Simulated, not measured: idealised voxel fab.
Process module under the name voxel wiring stack
In the cross-section labelled cut, the width is 145 nm and each square cell is 5 nm.
Cross-section layout: square cells on a grid; listed as bands, top to bottom; a band spans one or more cell rows. First you get the band's top height and its bottom height, in nm, and then the materials it's made of, left to right, with each width in nm. If you see a single material with "edge to edge", that one covers the band edge to edge. "empty" is empty space. We count height from 0. Below that, the starting wafer is all one material. The lowest band never ends at the bottom but goes on down; see "0..down" for how that is written. Read "30->40" as a graded width: first number on top, second number at the bottom, same change between each pair of neighbouring rows. You'll sometimes find "no modifications" written for a step, and that's the way of saying that nowhere in the cross-section did a cell change during that step. So "Closed void inventory" is basically the list of trapped voids: any empty space of 8 cells or more that can't reach the top through an opening. They're written width x height at distance, the distance being from the left edge, and it's all nm. Post-settings text on a step line: simulator's own remark regarding the step. overlay nm: how far to the right of its planned place the mask lay on this masked step (negative: to the left).

Process steps (planned):
1) RECEIVE (material Si)
2) CONFORMAL_DEP (material SiO2; thk nm 10)
3) DIRECTIONAL_DEP (material TiN; thk nm 5)
4) DIRECTIONAL_DEP (material W; thk nm 15)
5) DIRECTIONAL_DEP (material aC; thk nm 15)
6) PATTERN (tone cover; mask id METAL_1; material resist; width nm 25; pitch nm 55; thk nm 30; overlay nm 0)
7) DIRECTIONAL_ETCH (etch materials aC; depth nm 15)
8) STRIP (etch materials resist)
9) DIRECTIONAL_ETCH (etch materials W; depth nm 15)
10) DIRECTIONAL_ETCH (etch materials TiN; depth nm 5)
11) STRIP (etch materials aC)
12) CONFORMAL_DEP (material SiCN; thk nm 5)
13) FILL_DEP (material SiO2; thk nm 5)
14) CMP (height nm 30)
15) CONFORMAL_DEP (material SiCN; thk nm 5)
16) DIRECTIONAL_DEP (material SiO2; thk nm 35)
17) MASKED_ETCH (tone open; mask id METAL_2_HOLES; width nm 15; etch materials SiO2; depth nm 35; overlay nm 0)
18) PATTERN (tone open; mask id METAL_2; material resist; width nm 25; pitch nm 55; thk nm 20; overlay nm 0)
19) DIRECTIONAL_ETCH (etch materials SiO2; depth nm 20)
20) DIRECTIONAL_ETCH (etch materials SiCN; depth nm 5)
21) STRIP (etch materials resist)
22) CONFORMAL_DEP (material TiN; thk nm 5)
23) FILL_DEP (material Ru; thk nm 10)
24) CMP (height nm 70)
25) CONFORMAL_DEP (material SiCN; thk nm 5)
26) DIRECTIONAL_DEP (material SiO2; thk nm 20)
27) DIRECTIONAL_DEP (material aC; thk nm 10)
28) PATTERN (tone open; mask id PLUG_2; material resist; width nm 15; thk nm 25; overlay nm 0)
29) DIRECTIONAL_ETCH (etch materials aC; depth nm 10)
30) STRIP (etch materials resist)
31) DIRECTIONAL_ETCH (etch materials SiO2; depth nm 20)
32) DIRECTIONAL_ETCH (etch materials SiCN; depth nm 5)
33) STRIP (etch materials aC)
34) EPI (material Ru; thk nm 10)
35) EPI (material Ru; thk nm 10)
36) EPI (material Ru; thk nm 5)
37) DIRECTIONAL_DEP (material TiN; thk nm 5)
38) DIRECTIONAL_DEP (material Ru; thk nm 15)
39) PATTERN (tone cover; mask id METAL_3; material resist; width nm 25; pitch nm 55; thk nm 15; overlay nm 0)
40) DIRECTIONAL_ETCH (etch materials Ru; depth nm 15)
41) DIRECTIONAL_ETCH (etch materials TiN; depth nm 5)
42) STRIP (etch materials resist)
43) FILL_DEP (material SiO2; thk nm 10)
44) CMP (height nm 115)
45) CONFORMAL_DEP (material SiN; thk nm 5)

Cross-section of the incoming wafer, state after step 1:
	0..down  Si edge to edge
	Closed void inventory: none

Post-module cross-section of the first of two wafers (run per plan):
	120..115  SiN edge to edge
	115..100  SiO2: 30 / Ru: 25 / SiO2: 30 / Ru: 25 / SiO2: 35
	100..95  SiO2: 30 / TiN: 25 / SiO2: 30 / TiN: 25 / SiO2: 35
	95..75  SiO2: 30 / Ru: 15 / SiO2: 100
	75..70  SiCN: 30 / Ru: 15 / SiCN: 100
	70..55  SiO2: 30 / TiN: 5 / Ru: 15 / TiN: 5 / SiO2: 30 / TiN: 5 / Ru: 15 / TiN: 5 / SiO2: 35
	55..50  SiO2: 30 / TiN: 5 / Ru: 5 / TiN: 15 / SiO2: 30 / TiN: 25 / SiO2: 35
	50..35  SiO2: 30 / TiN: 5 / Ru: 5 / TiN: 5 / SiO2: 100
	35..30  SiCN: 30 / TiN: 15 / SiCN: 100
	30..15  SiO2: 25 / SiCN: 5 / W: 25 / SiCN: 5 / SiO2: 20 / SiCN: 5 / W: 25 / SiCN: 5 / SiO2: 30
	15..10  SiCN: 30 / TiN: 25 / SiCN: 30 / TiN: 25 / SiCN: 35
	10..0  SiO2 edge to edge
	0..down  Si edge to edge
	Closed void inventory: none

Module end: cross-section of wafer two of two. Same start and process plan as the first wafer. One mistake during execution:
	120..115  SiN edge to edge
	115..100  SiO2: 30 / Ru: 25 / SiO2: 30 / Ru: 25 / SiO2: 35
	100..95  SiO2: 30 / TiN: 25 / SiO2: 30 / TiN: 25 / SiO2: 35
	95..75  SiO2: 30 / Ru: 15 / SiO2: 100
	75..70  SiCN: 30 / Ru: 15 / SiCN: 100
	70..55  SiO2: 30 / TiN: 5 / Ru: 15 / TiN: 5 / SiO2: 30 / TiN: 5 / Ru: 15 / TiN: 5 / SiO2: 35
	55..50  SiO2: 30 / TiN: 5 / Ru: 5 / TiN: 15 / SiO2: 30 / TiN: 25 / SiO2: 35
	50..35  SiO2: 30 / TiN: 5 / Ru: 5 / TiN: 5 / SiO2: 100
	35..30  SiCN: 30 / TiN: 15 / SiCN: 100
	30..25  SiCN: 30 / TiN: 25 / SiCN: 30 / TiN: 25 / SiCN: 35
	25..10  W edge to edge
	10..0  SiO2 edge to edge
	0..down  Si edge to edge
	Closed void inventory: none
So what did we get wrong on this run? the processing plan was not followed for steps 3 and 4, which were run with their positions exchanged
Final difference in cells, second wafer against first, listed per material as more or fewer: -12 SiCN; -45 SiO2; +57 W
